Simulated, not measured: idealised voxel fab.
Process module in this document: voxel transistor to metal
The cross-section on display is named cut; it measures 210 nm wide, and its cells are 5 nm squares.
Cross-sections here: square-cell grids, written as top-down lists of bands, a band being one or more rows of cells.
This entry defines a band. It first specifies the height of the band's top and the height of its bottom in nm, and then specifies the band's materials from left to right, stating each material with its width in nm. The word "edge to edge" identifies a single material that fills the band from edge to edge, while the word "blank" identifies empty space.
Heights are reckoned from 0. Under this level, the received wafer is all of one material. The bottommost band is open-ended downward, for example "0 down".
It should be noted that a width expressed as "30 to 40" varies in equal increments from row to row of cells within the band, taking the value of the first number at the top row and that of the second number at the bottom row.
Any step labelled "same as before" changed none of the cells in the cross-section.
"Fully closed voids": sealed empty spaces, 8 cells or more, no open way to top, listed width x height at distance, with distance from the left edge and width, height and distance in nm.
Anything after a step's settings on that line? It's the simulator's own note about the step.
overlay nm: mask right of planned place by this much (step with mask). Neg. = left.
Process steps (planned):
1,RECEIVE,material Si
2,CONFORMAL_DEP,material SiO2,thk nm 5
3,CONFORMAL_DEP,material SiN,thk nm 15
4,DIRECTIONAL_DEP,material aC,thk nm 10
5,PATTERN,tone cover,mask id ACTIVE,material resist,width nm 115,thk nm 25,overlay nm 0
6,DIRECTIONAL_ETCH,etch materials aC,depth nm 5
7,STRIP,etch materials resist
8,DIRECTIONAL_ETCH,etch materials SiN,depth nm 15
9,DIRECTIONAL_ETCH,etch materials SiO2,depth nm 5
10,DIRECTIONAL_ETCH,etch materials Si,depth nm 20
11,STRIP,etch materials aC
12,OXIDIZE,depth nm 5
13,FILL_DEP,material SiO2,thk nm 15
14,CMP,height nm 20
15,SELECTIVE_ETCH,etch materials SiO2,depth nm 15
16,STRIP,etch materials SiN
17,SELECTIVE_ETCH,etch materials SiO2,depth nm 5
18,OXIDIZE,depth nm 5
19,DIRECTIONAL_DEP,material polySi,thk nm 30
20,DIRECTIONAL_DEP,material SiCN,thk nm 10
21,PATTERN,tone cover,mask id GATE,material resist,width nm 25,thk nm 20,overlay nm 0
22,DIRECTIONAL_ETCH,etch materials SiCN,depth nm 20
23,DIRECTIONAL_ETCH,etch materials polySi,depth nm 40
24,STRIP,etch materials resist
25,CONFORMAL_DEP,material SiO2,thk nm 5
26,DIRECTIONAL_ETCH,etch materials SiO2,depth nm 5
27,CONFORMAL_DEP,material SiN,thk nm 5
28,DIRECTIONAL_ETCH,etch materials SiN,depth nm 5
29,DIRECTIONAL_ETCH,etch materials SiO2,depth nm 5
30,EPI,material SiGe,thk nm 5
31,FILL_DEP,material SiO2,thk nm 10
32,CMP,height nm 40
33,DIRECTIONAL_DEP,material SiO2,thk nm 10
34,MASKED_ETCH,tone open,mask id CONTACT,width nm 30,pitch nm 65,etch materials SiO2,depth nm 50,overlay nm 0
35,CONFORMAL_DEP,material TiN,thk nm 5
36,FILL_DEP,material W,thk nm 10
37,CMP,height nm 50
38,CONFORMAL_DEP,material SiN,thk nm 5
39,DIRECTIONAL_DEP,material SiO2,thk nm 20
40,MASKED_ETCH,tone open,mask id METAL_1,width nm 15,pitch nm 80,etch materials SiO2,depth nm 20,overlay nm 0
41,MASKED_ETCH,tone open,mask id METAL_1,width nm 15,pitch nm 80,etch materials SiN,depth nm 5,overlay nm 0
42,CONFORMAL_DEP,material TiN,thk nm 5
43,FILL_DEP,material W,thk nm 10
44,CMP,height nm 75
45,EPI,material Ru,thk nm 5
46,FILL_DEP,material SiCN,thk nm 5
Quick note for whoever runs this: the wafers start identical, but the depth nm at step 6 isn't the same across them. The plan just shows what the first wafer had.
Cut through the first of several wafers as received, post step 1:
* 0 down | Si edge to edge
* Fully closed voids: none
End of the module, past its last step, step 46: how the first of several wafers looks in cross-section:
* 85 to 80 | SiCN edge to edge
* 80 to 75 | SiCN 50 nm / Ru 25 nm / SiCN 55 nm / Ru 25 nm / SiCN 55 nm
* 75 to 55 | SiO2 55 nm / TiN 5 nm / W 5 nm / TiN 5 nm / SiO2 65 nm / TiN 5 nm / W 5 nm / TiN 5 nm / SiO2 60 nm
* 55 to 50 | SiN 55 nm / TiN 15 nm / SiN 65 nm / TiN 15 nm / SiN 60 nm
* 50 to 40 | SiO2 55 nm / TiN 5 nm / W 20 to 15 nm / TiN 5 to 10 nm / SiO2 35 nm / TiN 5 to 10 nm / W 20 to 15 nm / TiN 5 nm / SiO2 60 nm
* 40 to 30 | SiO2 55 nm / TiN 5 nm / W 15 nm / TiN 5 nm / SiN 5 nm / SiO2 5 nm / SiCN 25 nm / SiO2 5 nm / SiN 5 nm / TiN 5 nm / W 15 nm / TiN 5 nm / SiO2 60 nm
* 30 to 5 | SiO2 55 nm / TiN 5 nm / W 15 nm / TiN 5 nm / SiN 5 nm / SiO2 5 nm / polySi 25 nm / SiO2 5 nm / SiN 5 nm / TiN 5 nm / W 15 nm / TiN 5 nm / SiO2 60 nm
* 5 to 0 | SiO2 55 nm / TiN 25 nm / SiN 5 nm / SiO2 5 nm / polySi 25 nm / SiO2 5 nm / SiN 5 nm / TiN 25 nm / SiO2 60 nm
* 0 to -5 | SiGe 80 nm / SiO2 45 nm / SiGe 85 nm
* -5 down | Si edge to edge
* Fully closed voids: none
So this is the cross-section on the last wafer at the end of the module:
* 85 to 80 | SiCN edge to edge
* 80 to 75 | SiCN 50 nm / Ru 25 nm / SiCN 55 nm / Ru 25 nm / SiCN 55 nm
* 75 to 55 | SiO2 55 nm / TiN 5 nm / W 5 nm / TiN 5 nm / SiO2 65 nm / TiN 5 nm / W 5 nm / TiN 5 nm / SiO2 60 nm
* 55 to 50 | SiN 55 nm / TiN 15 nm / SiN 65 nm / TiN 15 nm / SiN 60 nm
* 50 to 40 | SiO2 55 nm / TiN 5 nm / W 20 to 15 nm / TiN 5 to 10 nm / SiO2 35 nm / TiN 5 to 10 nm / W 20 to 15 nm / TiN 5 nm / SiO2 60 nm
* 40 to 30 | SiO2 55 nm / TiN 5 nm / W 15 nm / TiN 5 nm / SiN 5 nm / SiO2 5 nm / SiCN 25 nm / SiO2 5 nm / SiN 5 nm / TiN 5 nm / W 15 nm / TiN 5 nm / SiO2 60 nm
* 30 to 5 | SiO2 55 nm / TiN 5 nm / W 15 nm / TiN 5 nm / SiN 5 nm / SiO2 5 nm / polySi 25 nm / SiO2 5 nm / SiN 5 nm / TiN 5 nm / W 15 nm / TiN 5 nm / SiO2 60 nm
* 5 to 0 | SiO2 55 nm / TiN 25 nm / SiN 5 nm / SiO2 5 nm / polySi 25 nm / SiO2 5 nm / SiN 5 nm / TiN 25 nm / SiO2 60 nm
* 0 to -5 | SiO2 45 nm / SiGe 35 nm / SiO2 45 nm / SiGe 35 nm / SiO2 50 nm
* -5 to -25 | SiO2 50 nm / Si 105 nm / SiO2 55 nm
* -25 down | Si edge to edge
* Fully closed voids: none
Here is how to read the rows: every wafer has a row, and it shows the wafer at the end of the module, giving for each material how many cells were gained (+) or lost (-) since the wafer was received, then listing its closed voids:
depth nm 5; +10 Ru; -42 Si; +84 SiCN; +33 SiGe; +52 SiN; +413 SiO2; +70 TiN; +64 W; +30 polySi; Fully closed voids: none
depth nm 10; +10 Ru; -126 Si; +84 SiCN; +14 SiGe; +52 SiN; +516 SiO2; +70 TiN; +64 W; +30 polySi; Fully closed voids: none
depth nm 15; +10 Ru; -126 Si; +84 SiCN; +14 SiGe; +52 SiN; +516 SiO2; +70 TiN; +64 W; +30 polySi; Fully closed voids: none
depth nm 20; +10 Ru; -126 Si; +84 SiCN; +14 SiGe; +52 SiN; +516 SiO2; +70 TiN; +64 W; +30 polySi; Fully closed voids: none
depth nm 25; +10 Ru; -126 Si; +84 SiCN; +14 SiGe; +52 SiN; +516 SiO2; +70 TiN; +64 W; +30 polySi; Fully closed voids: none
